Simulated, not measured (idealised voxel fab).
Herein follows the process module entitled voxel trench capacitor.
cross-section cut | 215 nm wide | cells 5 nm
Just so we're on the same page, the cross-sections are grids of square cells, and they're listed out in bands top to bottom, each band one or more rows deep.
Top, bottom (nm), then materials left to right with widths (nm); lone material tagged "throughout" fills the whole band edge to edge; "air" = empty space.
Heights from 0 (as-received wafer is one material below). Bottom band endless downward, as "0 -> down".
The width entry "30->40" should be interpreted row by row: the top row of cells in the band takes the first number, the bottom row takes the second number, and the change between adjacent rows is uniform throughout.
No cell of the cross-section changed in a step that is given as "no change".
Entry "Fully enclosed voids". Content: empty spaces with no open connection to the top, size 8 cells or greater. Each: width x height at distance. Distance: from left edge. Unit: nm.
Note: text after step settings on the step line = simulator remark on that step.
overlay nm: mask right of planned place by this much (step with mask). Neg. = left.

## Set out below are the planned steps of the process
1) RECEIVE,material Si
2) CONFORMAL_DEP,material SiN,thk nm 10
3) DIRECTIONAL_DEP,material aC,thk nm 15
4) PATTERN,tone open,mask id TRENCH,material resist,width nm 30,pitch nm 50,thk nm 30,overlay nm 0
5) DIRECTIONAL_ETCH,etch materials aC,depth nm 15
6) STRIP,etch materials resist
7) DIRECTIONAL_ETCH,etch materials SiN,depth nm 10
8) DIRECTIONAL_ETCH,etch materials Si,depth nm 35
9) STRIP,etch materials aC
10) CONFORMAL_DEP,material HfO2,thk nm 5
11) CONFORMAL_DEP,material TiN,thk nm 5
12) FILL_DEP,material W,thk nm 10
13) CMP,height nm 10

## Cross-section, incoming material, after step 1
* 0 -> down  Si throughout
* Fully enclosed voids: none

## One mistake in running the module, otherwise start and plan as above: cross-section at the end
* 30 -> 20  W throughout
* 20 -> 15  25 of TiN | 10 of W | 40 of TiN | 10 of W | 40 of TiN | 10 of W | 40 of TiN | 10 of W | 30 of TiN
* 15 -> 10  20 of HfO2 | 5 of TiN | 10 of W | 5 of TiN | 30 of HfO2 | 5 of TiN | 10 of W | 5 of TiN | 30 of HfO2 | 5 of TiN | 10 of W | 5 of TiN | 30 of HfO2 | 5 of TiN | 10 of W | 5 of TiN | 25 of HfO2
* 10 -> 0  15 of SiN | 5 of HfO2 | 5 of TiN | 10 of W | 5 of TiN | 5 of HfO2 | 20 of SiN | 5 of HfO2 | 5 of TiN | 10 of W | 5 of TiN | 5 of HfO2 | 20 of SiN | 5 of HfO2 | 5 of TiN | 10 of W | 5 of TiN | 5 of HfO2 | 20 of SiN | 5 of HfO2 | 5 of TiN | 10 of W | 5 of TiN | 5 of HfO2 | 20 of SiN
* 0 -> -25  15 of Si | 5 of HfO2 | 5 of TiN | 10 of W | 5 of TiN | 5 of HfO2 | 20 of Si | 5 of HfO2 | 5 of TiN | 10 of W | 5 of TiN | 5 of HfO2 | 20 of Si | 5 of HfO2 | 5 of TiN | 10 of W | 5 of TiN | 5 of HfO2 | 20 of Si | 5 of HfO2 | 5 of TiN | 10 of W | 5 of TiN | 5 of HfO2 | 20 of Si
* -25 -> -30  15 of Si | 5 of HfO2 | 20 of TiN | 5 of HfO2 | 20 of Si | 5 of HfO2 | 20 of TiN | 5 of HfO2 | 20 of Si | 5 of HfO2 | 20 of TiN | 5 of HfO2 | 20 of Si | 5 of HfO2 | 20 of TiN | 5 of HfO2 | 20 of Si
* -30 -> -35  15 of Si | 30 of HfO2 | 20 of Si | 30 of HfO2 | 20 of Si | 30 of HfO2 | 20 of Si | 30 of HfO2 | 20 of Si
* -35 -> down  Si throughout
* Fully enclosed voids: none
what went wrong: plan step 13 never ran because it was skipped
